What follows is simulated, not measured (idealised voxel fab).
process module | voxel wiring stack
cross-section cut | 260 nm wide | cells 5 nm
A cross-section is a grid of square cells, given in bands from the top down. A band is one or more rows of cells.
Each band's line starts with the height of the band's top and of its bottom, in nm. Then come its materials from left to right, each with its width in nm. One material with "throughout" fills the band from edge to edge. "air" is empty space.
Height 0 is the level under which the wafer as received is all one material. The lowest band goes on downwards, as in "0 down".
A width such as "30 to 40" changes by the same amount from each row of cells to the next, from the band's top row to its bottom row.
"no change" after a step means that no cell of the cross-section changed.
closed voids: empty space of 8 cells or more with no open way to the top, each as width x height at its distance from the left edge, in nm
after a step's settings: what the simulator itself notes on the step
overlay nm, on a step with a mask: how far to the right of its planned place the mask lay; to the left if negative
plan
1 op RECEIVE | material Si
2 op CONFORMAL_DEP | material SiO2 | thk nm 10
3 op DIRECTIONAL_DEP | material TiN | thk nm 5
4 op DIRECTIONAL_DEP | material Ru | thk nm 20
5 op PATTERN | tone cover | mask id METAL_1 | material resist | width nm 30 | pitch nm 50 | thk nm 20 | overlay nm 0
6 op DIRECTIONAL_ETCH | etch materials Ru | depth nm 20
7 op DIRECTIONAL_ETCH | etch materials TiN | depth nm 5
8 op STRIP | etch materials resist
9 op FILL_DEP | material SiO2 | thk nm 5
10 op CMP | height nm 35
11 op CONFORMAL_DEP | material SiCN | thk nm 5
12 op DIRECTIONAL_DEP | material SiO2 | thk nm 10
13 op DIRECTIONAL_DEP | material aC | thk nm 10
14 op PATTERN | tone open | mask id PLUG_1 | material resist | width nm 15 | pitch nm 50 | thk nm 25 | overlay nm 0
15 op DIRECTIONAL_ETCH | etch materials aC | depth nm 10
16 op STRIP | etch materials resist
17 op DIRECTIONAL_ETCH | etch materials SiO2 | depth nm 10
18 op DIRECTIONAL_ETCH | etch materials SiCN | depth nm 5
19 op STRIP | etch materials aC
20 op EPI | material Ru | thk nm 10
21 op EPI | material Ru | thk nm 5
22 op DIRECTIONAL_DEP | material TiN | thk nm 5
23 op DIRECTIONAL_DEP | material Ru | thk nm 25
24 op DIRECTIONAL_DEP | material aC | thk nm 10
25 op PATTERN | tone cover | mask id METAL_2 | material resist | width nm 30 | pitch nm 50 | thk nm 30 | overlay nm 0
26 op DIRECTIONAL_ETCH | etch materials aC | depth nm 10
27 op STRIP | etch materials resist
28 op DIRECTIONAL_ETCH | etch materials Ru | depth nm 25
29 op DIRECTIONAL_ETCH | etch materials TiN | depth nm 5
30 op STRIP | etch materials aC
31 op FILL_DEP | material SiO2 | thk nm 10
32 op CMP | height nm 80
33 op CONFORMAL_DEP | material SiCN | thk nm 5
34 op DIRECTIONAL_DEP | material lowk | thk nm 25
35 op DIRECTIONAL_DEP | material aC | thk nm 15
36 op PATTERN | tone open | mask id METAL_3_HOLES | material resist | width nm 15 | pitch nm 50 | thk nm 35 | overlay nm 0
37 op DIRECTIONAL_ETCH | etch materials aC | depth nm 15
38 op STRIP | etch materials resist
39 op DIRECTIONAL_ETCH | etch materials lowk | depth nm 25
40 op STRIP | etch materials aC
41 op DIRECTIONAL_DEP | material aC | thk nm 10
42 op PATTERN | tone open | mask id METAL_3 | material resist | width nm 30 | pitch nm 50 | thk nm 25 | overlay nm 0
43 op DIRECTIONAL_ETCH | etch materials aC | depth nm 10
44 op STRIP | etch materials resist
45 op DIRECTIONAL_ETCH | etch materials lowk | depth nm 15
46 op DIRECTIONAL_ETCH | etch materials SiCN | depth nm 5
47 op STRIP | etch materials aC
48 op CONFORMAL_DEP | material TiN | thk nm 5
49 op FILL_DEP | material Cu | thk nm 5
50 op CMP | height nm 110
51 op CONFORMAL_DEP | material SiCN | thk nm 5
52 op DIRECTIONAL_DEP | material SiO2 | thk nm 15
53 op DIRECTIONAL_DEP | material aC | thk nm 10
54 op PATTERN | tone open | mask id PLUG_3 | material resist | width nm 15 | pitch nm 50 | thk nm 25 | overlay nm 0
55 op DIRECTIONAL_ETCH | etch materials aC | depth nm 10
56 op STRIP | etch materials resist
57 op DIRECTIONAL_ETCH | etch materials SiO2 | depth nm 15
58 op DIRECTIONAL_ETCH | etch materials SiCN | depth nm 5
59 op STRIP | etch materials aC
60 op EPI | material Ru | thk nm 10
61 op EPI | material Ru | thk nm 10
62 op DIRECTIONAL_DEP | material TiN | thk nm 5
63 op DIRECTIONAL_DEP | material Ru | thk nm 20
64 op MASKED_ETCH | tone cover | mask id METAL_4 | width nm 30 | pitch nm 50 | etch materials Ru | depth nm 20 | overlay nm 0
65 op MASKED_ETCH | tone cover | mask id METAL_4 | width nm 30 | pitch nm 50 | etch materials TiN | depth nm 5 | overlay nm 0
66 op FILL_DEP | material SiO2 | thk nm 5
67 op CMP | height nm 155
68 op CONFORMAL_DEP | material SiCN | thk nm 5
as received, after step 1
  0 down: Si throughout
  closed voids: none
a wafer at the end: this start, this plan, one mistake
  160 to 155: SiCN throughout
  155 to 135: SiO2 40 | Ru 30 | SiO2 20 | Ru 30 | SiO2 20 | Ru 30 | SiO2 20 | Ru 30 | SiO2 40
  135 to 130: SiO2 40 | TiN 30 | SiO2 20 | TiN 30 | SiO2 20 | TiN 30 | SiO2 20 | TiN 30 | SiO2 40
  130 to 115: SiO2 40 | Ru 15 | SiO2 35 | Ru 15 | SiO2 35 | Ru 15 | SiO2 35 | Ru 15 | SiO2 55
  115 to 110: SiCN 40 | Ru 15 | SiCN 35 | Ru 15 | SiCN 35 | Ru 15 | SiCN 35 | Ru 15 | SiCN 55
  110 to 100: lowk 40 | TiN 5 | Cu 25 | TiN 5 | lowk 15 | TiN 5 | Cu 25 | TiN 5 | lowk 15 | TiN 5 | Cu 25 | TiN 5 | lowk 15 | TiN 5 | Cu 25 | TiN 5 | lowk 35
  100 to 95: lowk 40 | TiN 5 | Cu 5 | TiN 25 | lowk 15 | TiN 5 | Cu 5 | TiN 25 | lowk 15 | TiN 5 | Cu 5 | TiN 25 | lowk 15 | TiN 5 | Cu 5 | TiN 25 | lowk 35
  95 to 85: lowk 40 | TiN 5 | Cu 5 | TiN 5 | lowk 35 | TiN 5 | Cu 5 | TiN 5 | lowk 35 | TiN 5 | Cu 5 | TiN 5 | lowk 35 | TiN 5 | Cu 5 | TiN 5 | lowk 55
  85 to 80: SiCN 40 | TiN 15 | SiCN 35 | TiN 15 | SiCN 35 | TiN 15 | SiCN 35 | TiN 15 | SiCN 55
  80 to 55: SiO2 40 | Ru 30 | SiO2 20 | Ru 30 | SiO2 20 | Ru 30 | SiO2 20 | Ru 30 | SiO2 40
  55 to 50: SiO2 40 | TiN 30 | SiO2 20 | TiN 30 | SiO2 20 | TiN 30 | SiO2 20 | TiN 30 | SiO2 40
  50 to 40: SiO2 40 | Ru 15 | SiO2 35 | Ru 15 | SiO2 35 | Ru 15 | SiO2 35 | Ru 15 | SiO2 55
  40 to 35: SiCN 40 | Ru 15 | SiCN 35 | Ru 15 | SiCN 35 | Ru 15 | SiCN 35 | Ru 15 | SiCN 55
  35 to 15: SiO2 40 | Ru 30 | SiO2 20 | Ru 30 | SiO2 20 | Ru 30 | SiO2 20 | Ru 30 | SiO2 40
  15 to 10: SiO2 40 | TiN 30 | SiO2 20 | TiN 30 | SiO2 20 | TiN 30 | SiO2 20 | TiN 30 | SiO2 40
  10 to 0: SiO2 throughout
  0 down: Si throughout
  closed voids: none
what went wrong: step 42 ran as: op PATTERN | tone open | mask id METAL_3 | material resist | width nm 35 | pitch nm 50 | thk nm 25 | overlay nm 0
